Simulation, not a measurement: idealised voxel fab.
Process module, titled voxel spacer lines
Xsec cut, 165 nm wide, square cell size 5 nm.
How to read a cross-section here: the picture is a grid of square cells, written as bands going from the top down, and any band can span one or more rows of cells. First you get the band's top height and its bottom height, in nm, and then the materials it's made of, left to right, with each width in nm. If you see a single material with "everywhere", that one covers the band edge to edge. "empty" is empty space. All heights in this document are referenced to 0, defined as the level beneath which the wafer, as received, consists entirely of one material. The lowest band is not bounded below; it extends indefinitely downward and is written in the form "0 and below". The expression "30..40" gives the width at the extremes of the band, the first number at its top row of cells and the second at its bottom row, with the width changing by equal amounts from each row to the next in between. No cell of the cross-section changed in a step that is given as "remained unchanged". Reported under the label "Closed void register" are the empty spaces having no open way to the top and comprising 8 cells or more; the notation for each is width x height at distance, in which the distance is measured from the left edge and all three values are in nm. after a step's settings: what the simulator itself notes on the step. "overlay nm" answers the question of how far to the right of plan the mask lay on a step that has a mask, and when it is negative the answer is to the left.

The process steps that were planned are listed below:
1) RECEIVE: material Si
2) CONFORMAL_DEP: material Al2O3, thk nm 5
3) DIRECTIONAL_DEP: material polySi, thk nm 20
4) DIRECTIONAL_DEP: material aC, thk nm 30
5) PATTERN: tone cover, mask id MANDREL, material resist, width nm 20, pitch nm 70, thk nm 35, overlay nm 0
6) DIRECTIONAL_ETCH: etch materials aC, depth nm 30
7) STRIP: etch materials resist
8) CONFORMAL_DEP: material SiO2, thk nm 15
9) DIRECTIONAL_ETCH: etch materials SiO2, depth nm 15
10) STRIP: etch materials aC
11) DIRECTIONAL_ETCH: etch materials polySi, depth nm 20
12) STRIP: etch materials SiO2

This is the cross-section of the wafer as we received it, i.e. after step 1:
> 0 and below  Si everywhere
> Closed void register: none

Wafer at module end, in section. Began as above, planned as above, run with one mistake:
> 20 down to 0  empty (20), polySi (15), empty (20), polySi (15), empty (20), polySi (15), empty (20), polySi (15), empty (25)
> 0 and below  Si everywhere
> Closed void register: none
Deviation noted in wafer processing: yeah, step 2 of the plan got skipped, never ran
